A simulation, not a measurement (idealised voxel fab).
process module | voxel ribs on slabs
cross-section cut | 260 nm wide | cells 5 nm
A cross-section is a grid of square cells, given in bands from the top down. A band is one or more rows of cells.
Each band's line starts with the height of the band's top and of its bottom, in nm. Then come its materials from left to right, each with its width in nm. One material with "throughout" fills the band from edge to edge. "air" is empty space.
Height 0 is the level under which the wafer as received is all one material. The lowest band goes on downwards, as in "0 down".
A width such as "30 to 40" changes by the same amount from each row of cells to the next, from the band's top row to its bottom row.
"no change" after a step means that no cell of the cross-section changed.
closed voids: empty space of 8 cells or more with no open way to the top, each as width x height at its distance from the left edge, in nm
after a step's settings: what the simulator itself notes on the step
overlay nm, on a step with a mask: how far to the right of its planned place the mask lay; to the left if negative
plan
1 op RECEIVE | material Si
2 op DIRECTIONAL_DEP | material SiO2 | thk nm 30
3 op DIRECTIONAL_DEP | material SiN | thk nm 20
4 op DIRECTIONAL_DEP | material aC | thk nm 10
5 op PATTERN | tone cover | mask id RIB | material resist | width nm 20 | thk nm 25 | overlay nm 0
6 op DIRECTIONAL_ETCH | etch materials aC | depth nm 10
7 op STRIP | etch materials resist
8 op DIRECTIONAL_ETCH | etch materials SiN | depth nm 5
9 op STRIP | etch materials aC
10 op PATTERN | tone cover | mask id SLAB | material resist | width nm 70 | thk nm 15 | overlay nm 0
11 op DIRECTIONAL_ETCH | etch materials SiN | depth nm 15
12 op STRIP | etch materials resist
13 op FILL_DEP | material SiO2 | thk nm 30
14 op CMP | height nm 70
15 op DIRECTIONAL_DEP | material TiN | thk nm 5
16 op MASKED_ETCH | tone cover | mask id HEATER | width nm 30 | etch materials TiN | depth nm 5 | overlay nm 0
17 op CONFORMAL_DEP | material SiO2 | thk nm 5
first wafer, as planned
as received, after step 1
  0 down: Si throughout
  closed voids: none
after step 2
  30 to 0: SiO2 throughout
  below 0: unchanged
after step 3
  50 to 30: SiN throughout
  below 30: unchanged
after step 4
  60 to 50: aC throughout
  below 50: unchanged
after step 5
  85 to 60: air 120 | resist 20 | air 120
  below 60: unchanged
after step 6
  75 to 60: air 120 | resist 20 | air 120
  60 to 50: air 120 | aC 20 | air 120
  below 50: unchanged
after step 7
  60 to 50: air 120 | aC 20 | air 120
  below 50: unchanged
after step 8
  60 to 50: air 120 | aC 20 | air 120
  50 to 45: air 120 | SiN 20 | air 120
  below 45: unchanged
after step 9
  50 to 45: air 120 | SiN 20 | air 120
  below 45: unchanged
after step 10
  65 to 50: air 95 | resist 70 | air 95
  50 to 45: air 95 | resist 25 | SiN 20 | resist 25 | air 95
  below 45: unchanged
after step 11
  65 to 50: air 95 | resist 70 | air 95
  50 to 45: air 95 | resist 25 | SiN 20 | resist 25 | air 95
  45 to 30: air 95 | SiN 70 | air 95
  below 30: unchanged
after step 12
  50 to 45: air 120 | SiN 20 | air 120
  below 45: unchanged
after step 13
  80 to 50: SiO2 throughout
  50 to 45: SiO2 120 | SiN 20 | SiO2 120
  45 to 30: SiO2 95 | SiN 70 | SiO2 95
  below 30: unchanged
after step 14
  70 to 50: SiO2 throughout
  below 50: unchanged
after step 15
  75 to 70: TiN throughout
  below 70: unchanged
after step 16
  75 to 70: air 115 | TiN 30 | air 115
  below 70: unchanged
after step 17
  80 to 75: air 110 | SiO2 40 | air 110
  75 to 70: SiO2 115 | TiN 30 | SiO2 115
  below 70: unchanged
second wafer: like start, like plan, one mistake. Through step 16 it matches the first wafer
when step 17 should have ended: no change
what went wrong: step 17 was left out
at the end the second wafer has, in cells: 54 fewer of SiO2
